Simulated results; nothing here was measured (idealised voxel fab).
A process module follows: voxel capacitor over wiring.
245 nm wide, 5 nm square cells: that's cross-section cut.
Cross-section = grid of square cells, listed top down in bands; band = one or more rows.
Quick guide to a band line: top height, bottom height (nm) up front; then every material left to right with its width in nm. Only one material and it's marked "full width"? Then it fills the band edge to edge. And "air" just means empty space.
Heights are measured from 0, the level below which the as-received wafer is all one material; the lowest band has no bottom and continues downward, written as in "0 -> down".
Top row gets the first number, bottom row gets the second, and each row in between changes by the same step: that is how a band width like "30..40" works.
A step reported as "stayed the same" is a step in which no cell of the cross-section changed.
What "Closed cavity list" gives you is every empty space of 8 cells or more that is cut off from the top. Each appears as width x height at distance, with the distance taken from the left edge and width, height and distance all in nm.
If you see something after the settings on a step's line, that's the simulator's own remark about that step.
Each step line may optionally specify "overlay nm", which for a step with a mask gives the rightward distance between the mask's planned place and where it lay, a negative value indicating the leftward direction.
**This section lists the process steps that were planned**
| 1 | op RECEIVE | material Si |
| 2 | op CONFORMAL_DEP | material SiO2 | thk nm 10 |
| 3 | op DIRECTIONAL_DEP | material TiN | thk nm 5 |
| 4 | op DIRECTIONAL_DEP | material Ru | thk nm 15 |
| 5 | op PATTERN | tone cover | mask id METAL_1 | material resist | width nm 20 | pitch nm 85 | thk nm 20 | overlay nm 0 |
| 6 | op DIRECTIONAL_ETCH | etch materials Ru | depth nm 15 |
| 7 | op DIRECTIONAL_ETCH | etch materials TiN | depth nm 5 |
| 8 | op STRIP | etch materials resist |
| 9 | op CONFORMAL_DEP | material SiN | thk nm 5 |
| 10 | op FILL_DEP | material SiO2 | thk nm 10 |
| 11 | op CMP | height nm 30 |
| 12 | op CONFORMAL_DEP | material SiCN | thk nm 5 |
| 13 | op DIRECTIONAL_DEP | material SiO2 | thk nm 15 |
| 14 | op DIRECTIONAL_DEP | material aC | thk nm 10 |
| 15 | op PATTERN | tone open | mask id PLUG_1 | material resist | width nm 15 | thk nm 25 | overlay nm 0 |
| 16 | op DIRECTIONAL_ETCH | etch materials aC | depth nm 10 |
| 17 | op STRIP | etch materials resist |
| 18 | op DIRECTIONAL_ETCH | etch materials SiO2 | depth nm 15 |
| 19 | op DIRECTIONAL_ETCH | etch materials SiCN | depth nm 5 |
| 20 | op STRIP | etch materials aC |
| 21 | op EPI | material Ru | thk nm 10 |
| 22 | op EPI | material Ru | thk nm 10 |
| 23 | op DIRECTIONAL_DEP | material TiN | thk nm 10 |
| 24 | op DIRECTIONAL_DEP | material SiN | thk nm 5 |
| 25 | op DIRECTIONAL_DEP | material TiN | thk nm 5 |
| 26 | op PATTERN | tone cover | mask id UPPER_PLATE | material resist | width nm 70 | thk nm 15 | overlay nm 0 |
| 27 | op DIRECTIONAL_ETCH | etch materials TiN | depth nm 10 |
| 28 | op DIRECTIONAL_ETCH | etch materials SiN | depth nm 5 |
| 29 | op STRIP | etch materials resist |
| 30 | op PATTERN | tone cover | mask id LOWER_PLATE | material resist | width nm 80 | thk nm 15 | overlay nm 0 |
| 31 | op DIRECTIONAL_ETCH | etch materials TiN | depth nm 10 |
| 32 | op STRIP | etch materials resist |
| 33 | op FILL_DEP | material SiO2 | thk nm 20 |
| 34 | op CMP | height nm 90 |
| 35 | op PATTERN | tone open | mask id PLUG_2 | material resist | width nm 15 | thk nm 15 | overlay nm 0 |
| 36 | op DIRECTIONAL_ETCH | etch materials SiO2 | depth nm 15 |
| 37 | op STRIP | etch materials resist |
| 38 | op CONFORMAL_DEP | material TiN | thk nm 5 |
| 39 | op FILL_DEP | material W | thk nm 10 |
| 40 | op CMP | height nm 90 |
| 41 | op CONFORMAL_DEP | material SiN | thk nm 5 |
Among the wafers covered here, the point of difference is the thk nm at step 25; their starting state is shared, and the plan presents the value of the first wafer.
**The first of several wafers as received, shown in cross-section; this is its state after step 1**
    0 -> down  Si full width
    Closed cavity list: none
**Here's the first of several wafers in cross-section, end of the module, after the last step, step 41**
    95 -> 90  SiN full width
    90 -> 80  SiO2: 85 / TiN: 5 / W: 5 / TiN: 5 / SiO2: 145
    80 -> 75  SiO2: 85 / TiN: 15 / SiO2: 145
    75 -> 70  SiO2 full width
    70 -> 65  SiO2: 75 / TiN: 70 / SiO2: 100
    65 -> 60  SiO2: 75 / SiN: 70 / SiO2: 100
    60 -> 50  SiO2: 70 / TiN: 80 / SiO2: 95
    50 -> 35  SiO2: 75 / Ru: 15 / SiO2: 155
    35 -> 30  SiCN: 75 / Ru: 15 / SiCN: 155
    30 -> 15  SiO2: 65 / SiN: 5 / Ru: 20 / SiN: 5 / SiO2: 55 / SiN: 5 / Ru: 20 / SiN: 5 / SiO2: 65
    15 -> 10  SiN: 70 / TiN: 20 / SiN: 65 / TiN: 20 / SiN: 70
    10 -> 0  SiO2 full width
    0 -> down  Si full width
    Closed cavity list: none
**Cross-section, last wafer, module completion**
    95 -> 90  SiN full width
    90 -> 80  SiO2: 75 / TiN: 70 / SiO2: 100
    80 -> 70  SiO2: 70 / TiN: 80 / SiO2: 95
    70 -> 65  TiN full width
    65 -> 60  SiN full width
    60 -> 50  TiN full width
    50 -> 35  SiO2: 75 / Ru: 15 / SiO2: 155
    35 -> 30  SiCN: 75 / Ru: 15 / SiCN: 155
    30 -> 15  SiO2: 65 / SiN: 5 / Ru: 20 / SiN: 5 / SiO2: 55 / SiN: 5 / Ru: 20 / SiN: 5 / SiO2: 65
    15 -> 10  SiN: 70 / TiN: 20 / SiN: 65 / TiN: 20 / SiN: 70
    10 -> 0  SiO2 full width
    0 -> down  Si full width
    Closed cavity list: none
**End of module, by wafer: material-by-material cell gain (+) or loss (-) since receipt, then closed voids**
thk nm 5 | +36 Ru | +46 SiCN | +116 SiN | +670 SiO2 | +61 TiN | +2 W | Closed cavity list: none
thk nm 10 | +36 Ru | +46 SiCN | +116 SiN | +656 SiO2 | +75 TiN | +2 W | Closed cavity list: none
thk nm 15 | +36 Ru | +46 SiCN | +151 SiN | +542 SiO2 | +155 TiN | +1 W | Closed cavity list: none
thk nm 20 | +36 Ru | +46 SiCN | +151 SiN | +529 SiO2 | +169 TiN | Closed cavity list: none
thk nm 25 | +36 Ru | +46 SiCN | +151 SiN | +483 SiO2 | +215 TiN | Closed cavity list: none
